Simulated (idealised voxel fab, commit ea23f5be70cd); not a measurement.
The following process module bears the name voxel self aligned contacts.
We display cut, a cross-section 170 nm in width whose square cells are each 5 nm.
A cross-section is written here as square cells arranged in a grid, and it is given in bands from the top down, each band taking up one or more rows of cells.
Heads up on the band format: heights come first, top then bottom, in nm. After that it's the materials left to right, each with its width in nm. A single material flagged "everywhere" fills the whole band edge to edge, and "empty" means there's empty space there.
We count height from 0. Below that, the starting wafer is all one material. The lowest band never ends at the bottom but goes on down; see "from 0 down" for how that is written.
You'd read "30..40" like this: the band's top row of cells is as wide as the first number, its bottom row is as wide as the second, and going down, every row changes width by the same amount as the row before did.
A step reported as "no alterations made" is a step in which no cell of the cross-section changed.
"Enclosed internal voids" contains a list of empty spaces, each no smaller than 8 cells and without an open way to the top, written in the form width x height at distance with the distance from the left edge and all three in nm.
Where a step's line continues beyond its settings, the continuation is a remark by the simulator itself on that step.
If you see "overlay nm" on a step's line and that step has a mask, it's telling you how far right of where it was planned the mask ended up; a negative number means it went left instead.
[Listed below are the process steps as planned]
1: RECEIVE, material Si
2: CONFORMAL_DEP, material SiO2, thk nm 5
3: DIRECTIONAL_DEP, material polySi, thk nm 30
4: DIRECTIONAL_DEP, material SiN, thk nm 15
5: MASKED_ETCH, tone cover, mask id GATE, width nm 25, pitch nm 50, etch materials SiN, depth nm 15, overlay nm 0
6: MASKED_ETCH, tone cover, mask id GATE, width nm 25, pitch nm 50, etch materials polySi, depth nm 30, overlay nm 0
7: CONFORMAL_DEP, material SiN, thk nm 5
8: DIRECTIONAL_ETCH, etch materials SiN, depth nm 5
9: FILL_DEP, material SiO2, thk nm 15
10: CMP, height nm 60
11: DIRECTIONAL_DEP, material aC, thk nm 10
12: PATTERN, tone open, mask id CONTACT, material resist, width nm 35, pitch nm 50, thk nm 30, overlay nm 0
13: DIRECTIONAL_ETCH, etch materials aC, depth nm 10
14: STRIP, etch materials resist
15: DIRECTIONAL_ETCH, etch materials SiO2, depth nm 60
16: STRIP, etch materials aC
17: CONFORMAL_DEP, material TiN, thk nm 5
18: FILL_DEP, material Ru, thk nm 5
19: CMP, height nm 60
20: CONFORMAL_DEP, material SiCN, thk nm 5
[Wafer cross-section on receipt, i.e. after step 1]
    from 0 down | Si everywhere
    Enclosed internal voids: none
[Wafer cross-section at end of module: start and plan as shown above, one execution error]
    from 65 to 60 | SiCN everywhere
    from 60 to 50 | 30 nm SiO2, 5..25 nm TiN, 25..5 nm Ru, 5 nm TiN, 15 nm SiO2, 5..25 nm TiN, 25..5 nm Ru, 5 nm TiN, 55 nm SiO2
    from 50 to 35 | 15 nm SiO2, 35 nm SiN, 5 nm TiN, 5 nm Ru, 5 nm TiN, 35 nm SiN, 5 nm TiN, 5 nm Ru, 5 nm TiN, 35 nm SiN, 20 nm SiO2
    from 35 to 5 | 15 nm SiO2, 5 nm SiN, 25 nm polySi, 5 nm SiN, 5 nm TiN, 5 nm Ru, 5 nm TiN, 5 nm SiN, 25 nm polySi, 5 nm SiN, 5 nm TiN, 5 nm Ru, 5 nm TiN, 5 nm SiN, 25 nm polySi, 5 nm SiN, 20 nm SiO2
    from 5 to 0 | 50 nm SiO2, 15 nm TiN, 35 nm SiO2, 15 nm TiN, 55 nm SiO2
    from 0 down | Si everywhere
    Enclosed internal voids: none
The plan and the run diverged here: step 12 ran differently from the plan; actual operation with settings: PATTERN, tone open, mask id CONTACT, material resist, width nm 35, pitch nm 50, thk nm 30, overlay nm -10
